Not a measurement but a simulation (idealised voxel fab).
voxel self aligned contacts: a process module
The figure presents cross-section cut, which has a width of 235 nm and is divided into square cells with an edge length of 5 nm.
How to read a cross-section here: the picture is a grid of square cells, written as bands going from the top down, and any band can span one or more rows of cells.
First you get the band's top height and its bottom height, in nm, and then the materials it's made of, left to right, with each width in nm. If you see a single material with "everywhere", that one covers the band edge to edge. "blank" is empty space.
It should be noted that heights are counted from 0, beneath which the wafer as supplied is of one material throughout, and that the lowest band possesses no lower boundary but continues downward, as written in "from 0 down".
It should be noted that a width expressed as "30..40" varies in equal increments from row to row of cells within the band, taking the value of the first number at the top row and that of the second number at the bottom row.
"nothing changed" (step): cross-section cells unchanged, all of them.
Closed-off voids of 8+ cells (no open route to the top) go in "Enclosed void catalog", written width x height at distance from the left edge, in nm.
Whatever follows a step's settings on its line is a remark the simulator itself makes about that step.
overlay nm, on a step with a mask: how far to the right of its planned place the mask lay; to the left if negative

Below is the list of planned process steps
1 RECEIVE: material Si
2 CONFORMAL_DEP: material SiO2, thk nm 5
3 DIRECTIONAL_DEP: material polySi, thk nm 30
4 DIRECTIONAL_DEP: material SiN, thk nm 20
5 DIRECTIONAL_DEP: material aC, thk nm 15
6 PATTERN: tone cover, mask id GATE, material resist, width nm 35, pitch nm 75, thk nm 30, overlay nm 0
7 DIRECTIONAL_ETCH: etch materials aC, depth nm 15
8 STRIP: etch materials resist
9 DIRECTIONAL_ETCH: etch materials SiN, depth nm 20
10 DIRECTIONAL_ETCH: etch materials polySi, depth nm 30
11 STRIP: etch materials aC
12 CONFORMAL_DEP: material SiN, thk nm 10
13 DIRECTIONAL_ETCH: etch materials SiN, depth nm 10
14 FILL_DEP: material SiO2, thk nm 20
15 CMP: height nm 65
16 DIRECTIONAL_DEP: material aC, thk nm 15
17 PATTERN: tone open, mask id CONTACT, material resist, width nm 50, pitch nm 75, thk nm 35, overlay nm 0
18 DIRECTIONAL_ETCH: etch materials aC, depth nm 15
19 STRIP: etch materials resist
20 DIRECTIONAL_ETCH: etch materials SiO2, depth nm 65
21 STRIP: etch materials aC
22 CONFORMAL_DEP: material TiN, thk nm 5
23 FILL_DEP: material W, thk nm 10
24 CMP: height nm 65
25 CONFORMAL_DEP: material SiCN, thk nm 5

The cross-section here shows the wafer as received, i.e. in its state after step 1
    from 0 down | Si everywhere
    Enclosed void catalog: none

Cross-section at module end, one run error; start and plan unchanged from above
    from 70 to 65 | SiCN everywhere
    from 65 to 55 | SiO2: 50 | TiN: 5..25 | W: 40..10 | TiN: 5..15 | SiO2: 25 | TiN: 5..25 | W: 40..10 | TiN: 5..15 | SiO2: 60
    from 55 to 35 | SiO2: 15 | SiN: 55 | TiN: 5 | W: 10 | TiN: 5 | SiN: 55 | TiN: 5 | W: 10 | TiN: 5 | SiN: 55 | SiO2: 15
    from 35 to 5 | SiO2: 15 | SiN: 10 | polySi: 35 | SiN: 10 | TiN: 5 | W: 10 | TiN: 5 | SiN: 10 | polySi: 35 | SiN: 10 | TiN: 5 | W: 10 | TiN: 5 | SiN: 10 | polySi: 35 | SiN: 10 | SiO2: 15
    from 5 to 0 | SiO2: 70 | TiN: 20 | SiO2: 55 | TiN: 20 | SiO2: 70
    from 0 down | Si everywhere
    Enclosed void catalog: none
Deviation from plan: step 17 was not run as planned; what actually ran was PATTERN: tone open, mask id CONTACT, material resist, width nm 50, pitch nm 75, thk nm 35, overlay nm -5
